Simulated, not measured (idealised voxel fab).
process module | voxel air gaps
cross-section cut | 210 nm wide | cells 5 nm
A cross-section is a grid of square cells, given in bands from the top down. A band is one or more rows of cells.
Each band's line starts with the height of the band's top and of its bottom, in nm. Then come its materials from left to right, each with its width in nm. One material with "throughout" fills the band from edge to edge. "air" is empty space.
Height 0 is the level under which the wafer as received is all one material. The lowest band goes on downwards, as in "0 down".
A width such as "30 to 40" changes by the same amount from each row of cells to the next, from the band's top row to its bottom row.
"no change" after a step means that no cell of the cross-section changed.
closed voids: empty space of 8 cells or more with no open way to the top, each as width x height at its distance from the left edge, in nm
after a step's settings: what the simulator itself notes on the step
overlay nm, on a step with a mask: how far to the right of its planned place the mask lay; to the left if negative
plan
1 op RECEIVE | material Si
2 op CONFORMAL_DEP | material SiO2 | thk nm 10
3 op CONFORMAL_DEP | material SiCN | thk nm 5
4 op DIRECTIONAL_DEP | material lowk | thk nm 35
5 op DIRECTIONAL_DEP | material aC | thk nm 15
6 op PATTERN | tone open | mask id LINES | material resist | width nm 15 | pitch nm 45 | thk nm 35 | overlay nm 0
7 op DIRECTIONAL_ETCH | etch materials aC | depth nm 15
8 op STRIP | etch materials resist
9 op DIRECTIONAL_ETCH | etch materials lowk | depth nm 35
10 op STRIP | etch materials aC
11 op CONFORMAL_DEP | material TiN | thk nm 5
12 op FILL_DEP | material W | thk nm 10
13 op CMP | height nm 50
14 op EPI | material Ru | thk nm 10
15 op SELECTIVE_ETCH | etch materials lowk | depth nm 45
16 op CONFORMAL_DEP | material SiCN | thk nm 5
first wafer, as planned
as received, after step 1
  0 down: Si throughout
  closed voids: none
after step 2
  10 to 0: SiO2 throughout
  below 0: unchanged
after step 3
  15 to 10: SiCN throughout
  below 10: unchanged
after step 4
  50 to 15: lowk throughout
  below 15: unchanged
after step 5
  65 to 50: aC throughout
  below 50: unchanged
after step 6
  100 to 65: resist 50 | air 15 | resist 30 | air 15 | resist 30 | air 15 | resist 55
  below 65: unchanged
after step 7
  85 to 65: resist 50 | air 15 | resist 30 | air 15 | resist 30 | air 15 | resist 55
  65 to 50: aC 50 | air 15 | aC 30 | air 15 | aC 30 | air 15 | aC 55
  below 50: unchanged
after step 8
  65 to 50: aC 50 | air 15 | aC 30 | air 15 | aC 30 | air 15 | aC 55
  below 50: unchanged
after step 9
  65 to 50: aC 50 | air 15 | aC 30 | air 15 | aC 30 | air 15 | aC 55
  50 to 15: lowk 50 | air 15 | lowk 30 | air 15 | lowk 30 | air 15 | lowk 55
  below 15: unchanged
after step 10
  50 to 15: lowk 50 | air 15 | lowk 30 | air 15 | lowk 30 | air 15 | lowk 55
  below 15: unchanged
after step 11
  55 to 50: TiN 55 | air 5 | TiN 40 | air 5 | TiN 40 | air 5 | TiN 60
  50 to 20: lowk 50 | TiN 5 | air 5 | TiN 5 | lowk 30 | TiN 5 | air 5 | TiN 5 | lowk 30 | TiN 5 | air 5 | TiN 5 | lowk 55
  20 to 15: lowk 50 | TiN 15 | lowk 30 | TiN 15 | lowk 30 | TiN 15 | lowk 55
  below 15: unchanged
after step 12
  65 to 55: W throughout
  55 to 50: TiN 55 | W 5 | TiN 40 | W 5 | TiN 40 | W 5 | TiN 60
  50 to 20: lowk 50 | TiN 5 | W 5 | TiN 5 | lowk 30 | TiN 5 | W 5 | TiN 5 | lowk 30 | TiN 5 | W 5 | TiN 5 | lowk 55
  below 20: unchanged
after step 13
  50 to 20: lowk 50 | TiN 5 | W 5 | TiN 5 | lowk 30 | TiN 5 | W 5 | TiN 5 | lowk 30 | TiN 5 | W 5 | TiN 5 | lowk 55
  below 20: unchanged
after step 14
  60 to 50: air 40 | Ru 35 | air 10 | Ru 35 | air 10 | Ru 35 | air 45
  below 50: unchanged
after step 15
  60 to 50: air 40 | Ru 35 | air 10 | Ru 35 | air 10 | Ru 35 | air 45
  50 to 20: air 50 | TiN 5 | W 5 | TiN 5 | air 30 | TiN 5 | W 5 | TiN 5 | air 30 | TiN 5 | W 5 | TiN 5 | air 55
  20 to 15: air 50 | TiN 15 | air 30 | TiN 15 | air 30 | TiN 15 | air 55
  below 15: unchanged
after step 16
  65 to 60: air 35 | SiCN 135 | air 40
  60 to 50: air 35 | SiCN 5 | Ru 35 | SiCN 10 | Ru 35 | SiCN 10 | Ru 35 | SiCN 5 | air 40
  50 to 45: air 35 | SiCN 15 | TiN 5 | W 5 | TiN 5 | SiCN 30 | TiN 5 | W 5 | TiN 5 | SiCN 30 | TiN 5 | W 5 | TiN 5 | SiCN 15 | air 40
  45 to 20: air 45 | SiCN 5 | TiN 5 | W 5 | TiN 5 | SiCN 5 | air 20 | SiCN 5 | TiN 5 | W 5 | TiN 5 | SiCN 5 | air 20 | SiCN 5 | TiN 5 | W 5 | TiN 5 | SiCN 5 | air 50
  20 to 15: SiCN 50 | TiN 15 | SiCN 30 | TiN 15 | SiCN 30 | TiN 15 | SiCN 55
  below 15: unchanged
  closed voids: 20 x 25 at 70; 20 x 25 at 115
second wafer: like start, like plan, one mistake. Through step 5 it matches the first wafer
when step 6 should have ended
  100 to 65: air 50 | resist 15 | air 30 | resist 15 | air 30 | resist 15 | air 55
  below 65: unchanged
when step 7 should have ended
  85 to 65: air 50 | resist 15 | air 30 | resist 15 | air 30 | resist 15 | air 55
  65 to 50: air 50 | aC 15 | air 30 | aC 15 | air 30 | aC 15 | air 55
  below 50: unchanged
when step 8 should have ended
  65 to 50: air 50 | aC 15 | air 30 | aC 15 | air 30 | aC 15 | air 55
  below 50: unchanged
when step 9 should have ended
  65 to 50: air 50 | aC 15 | air 30 | aC 15 | air 30 | aC 15 | air 55
  50 to 15: air 50 | lowk 15 | air 30 | lowk 15 | air 30 | lowk 15 | air 55
  below 15: unchanged
when step 10 should have ended
  50 to 15: air 50 | lowk 15 | air 30 | lowk 15 | air 30 | lowk 15 | air 55
  below 15: unchanged
when step 11 should have ended
  55 to 50: air 45 | TiN 25 | air 20 | TiN 25 | air 20 | TiN 25 | air 50
  50 to 20: air 45 | TiN 5 | lowk 15 | TiN 5 | air 20 | TiN 5 | lowk 15 | TiN 5 | air 20 | TiN 5 | lowk 15 | TiN 5 | air 50
  20 to 15: TiN 50 | lowk 15 | TiN 30 | lowk 15 | TiN 30 | lowk 15 | TiN 55
  below 15: unchanged
when step 12 should have ended
  65 to 55: W throughout
  55 to 50: W 45 | TiN 25 | W 20 | TiN 25 | W 20 | TiN 25 | W 50
  50 to 20: W 45 | TiN 5 | lowk 15 | TiN 5 | W 20 | TiN 5 | lowk 15 | TiN 5 | W 20 | TiN 5 | lowk 15 | TiN 5 | W 50
  below 20: unchanged
when step 13 should have ended
  50 to 20: W 45 | TiN 5 | lowk 15 | TiN 5 | W 20 | TiN 5 | lowk 15 | TiN 5 | W 20 | TiN 5 | lowk 15 | TiN 5 | W 50
  below 20: unchanged
when step 14 should have ended
  60 to 50: Ru throughout
  below 50: unchanged
when step 15 should have ended: no change
when step 16 should have ended
  65 to 60: SiCN throughout
  below 60: unchanged
what went wrong: step 6 ran as: op PATTERN | tone cover | mask id LINES | material resist | width nm 15 | pitch nm 45 | thk nm 35 | overlay nm 0
at the end the second wafer has, in cells: 42 more of Ru | 78 fewer of SiCN | 24 more of TiN | 144 more of W | 63 more of lowk
closed voids at the end (first wafer, second wafer): 2, 0
